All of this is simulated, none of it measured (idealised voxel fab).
This section sets out a process module, namely voxel ribs on slabs.
265 nm wide, 5 nm square cells: that's cross-section cut.
Square cells in a grid make up a cross-section in this document, and the grid is given as bands, listed from the top down, each one or more rows of cells.
This entry defines a band. It first specifies the height of the band's top and the height of its bottom in nm, and then specifies the band's materials from left to right, stating each material with its width in nm. The word "everywhere" identifies a single material that fills the band from edge to edge, while the word "empty" identifies empty space.
Heights are expressed relative to 0, this being the level below which the as-received wafer comprises one material exclusively. The lowest band is unbounded in the downward direction and is denoted as in "from 0 down".
Think of "30->40" as a width that walks from the first number to the second as you go down the band, top row to bottom row, taking equal-sized steps from row to row.
"nothing altered", as given for a step, is the statement that not any cell of the cross-section underwent a change during that step.
The list in "Sealed void listing" covers empty spaces of 8 cells or more that cannot reach the top through any open way, and it gives each as width x height at distance; the distance is from the left edge, and width, height and distance are in nm.
Past the settings on a step's line: simulator remark, on that step.
The optional step-line setting "overlay nm" applies to steps with a mask and quantifies how far to the right of its planned location the mask lay, a negative value indicating leftward placement.

### The following list gives the planned process steps
1. RECEIVE, material Si
2. DIRECTIONAL_DEP, material SiO2, thk nm 20
3. DIRECTIONAL_DEP, material polySi, thk nm 15
4. PATTERN, tone cover, mask id RIB, material resist, width nm 30, thk nm 15, overlay nm 0
5. DIRECTIONAL_ETCH, etch materials polySi, depth nm 5
6. STRIP, etch materials resist
7. PATTERN, tone cover, mask id SLAB, material resist, width nm 80, thk nm 20, overlay nm 0
8. DIRECTIONAL_ETCH, etch materials polySi, depth nm 10
9. STRIP, etch materials resist
10. FILL_DEP, material SiO2, thk nm 20
11. CMP, height nm 50
12. DIRECTIONAL_DEP, material TiN, thk nm 5
13. DIRECTIONAL_DEP, material aC, thk nm 10
14. PATTERN, tone cover, mask id HEATER, material resist, width nm 40, thk nm 25, overlay nm 0
15. DIRECTIONAL_ETCH, etch materials aC, depth nm 10
16. STRIP, etch materials resist
17. DIRECTIONAL_ETCH, etch materials TiN, depth nm 5
18. STRIP, etch materials aC
19. CONFORMAL_DEP, material SiN, thk nm 5

### Cross-section of the incoming wafer, state after step 1
    from 0 down = Si everywhere
    Sealed void listing: none

### Sectioned view, first of two wafers, at the close of the module, processed as intended in the plan
    from 60 to 55 = empty (105) / SiN (50) / empty (110)
    from 55 to 50 = SiN (110) / TiN (40) / SiN (115)
    from 50 to 35 = SiO2 everywhere
    from 35 to 30 = SiO2 (115) / polySi (30) / SiO2 (120)
    from 30 to 20 = SiO2 (90) / polySi (80) / SiO2 (95)
    from 20 to 0 = SiO2 everywhere
    from 0 down = Si everywhere
    Sealed void listing: none

### Wafer two cross-section, module end. Start and plan unchanged from wafer one; one mistake made during the run
    from 60 to 50 = SiN everywhere
    from 50 to 35 = SiO2 everywhere
    from 35 to 30 = SiO2 (115) / polySi (30) / SiO2 (120)
    from 30 to 20 = SiO2 (90) / polySi (80) / SiO2 (95)
    from 20 to 0 = SiO2 everywhere
    from 0 down = Si everywhere
    Sealed void listing: none
Error vs. plan: step 12 ran as: DIRECTIONAL_DEP, material SiN, thk nm 5
Wafer comparison, final, in cells, second relative to first, materials more or fewer: SiN +51; TiN -8
